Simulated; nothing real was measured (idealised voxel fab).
Process module under the name voxel released beams
Cross-section cut spans 180 nm and uses square cells 5 nm in size.
Cross-sections here: square-cell grids, written as top-down lists of bands, a band being one or more rows of cells. Read a band's entry like this: the first values are the height of its top and the height of its bottom in nm, and what follows is the sequence of materials from left to right, each with its width in nm. Note that "empty" is empty space, and that a single material marked "edge to edge" reaches across the band from edge to edge. Heights are expressed relative to 0, this being the level below which the as-received wafer comprises one material exclusively. The lowest band is unbounded in the downward direction and is denoted as in "0 -> down". Top row gets the first number, bottom row gets the second, and each row in between changes by the same step: that is how a band width like "30 to 40" works. What does "stayed the same" mean for a step? It means no cell of the cross-section changed in that step. If an empty space has no open way to the top and is at least 8 cells in size, "Unvented voids" lists it, written width x height at distance, where distance is measured from the left edge and every value is in nm. Post-settings text on a step line: simulator's own remark regarding the step. Regarding "overlay nm": on a step with a mask, it is the distance the mask lay to the right of its planned place; a negative value places it to the left.
These are the steps we planned for the process:
- 1: RECEIVE, material Si
- 2: CONFORMAL_DEP, material SiN, thk nm 5
- 3: DIRECTIONAL_DEP, material SiO2, thk nm 15
- 4: DIRECTIONAL_DEP, material aC, thk nm 15
- 5: PATTERN, tone open, mask id ANCHOR, material resist, width nm 25, thk nm 30, overlay nm 0
- 6: DIRECTIONAL_ETCH, etch materials aC, depth nm 15
- 7: STRIP, etch materials resist
- 8: DIRECTIONAL_ETCH, etch materials SiO2, depth nm 15
- 9: STRIP, etch materials aC
- 10: CONFORMAL_DEP, material polySi, thk nm 10
- 11: DIRECTIONAL_DEP, material aC, thk nm 15
- 12: PATTERN, tone cover, mask id BEAM, material resist, width nm 110, thk nm 30, overlay nm 0
- 13: DIRECTIONAL_ETCH, etch materials aC, depth nm 15
- 14: STRIP, etch materials resist
- 15: DIRECTIONAL_ETCH, etch materials polySi, depth nm 10
- 16: STRIP, etch materials aC
- 17: STRIP, etch materials SiO2
So this is the incoming wafer in cross-section - it's already been through step 1:
- 0 -> down  Si edge to edge
- Unvented voids: none
A wafer at the end: this start, this plan, one mistake:
- 30 -> 20  30 of empty  40 of polySi  110 of empty
- 20 -> 15  25 of empty  10 of polySi  25 of SiO2  10 of polySi  110 of empty
- 15 -> 5  25 of empty  10 of polySi  25 of SiO2  80 of polySi  40 of empty
- 5 -> 0  SiN edge to edge
- 0 -> down  Si edge to edge
- Unvented voids: none
Processing error: step 5 went in with a setting other than planned; the actual run was PATTERN, tone cover, mask id ANCHOR, material resist, width nm 25, thk nm 30, overlay nm 0
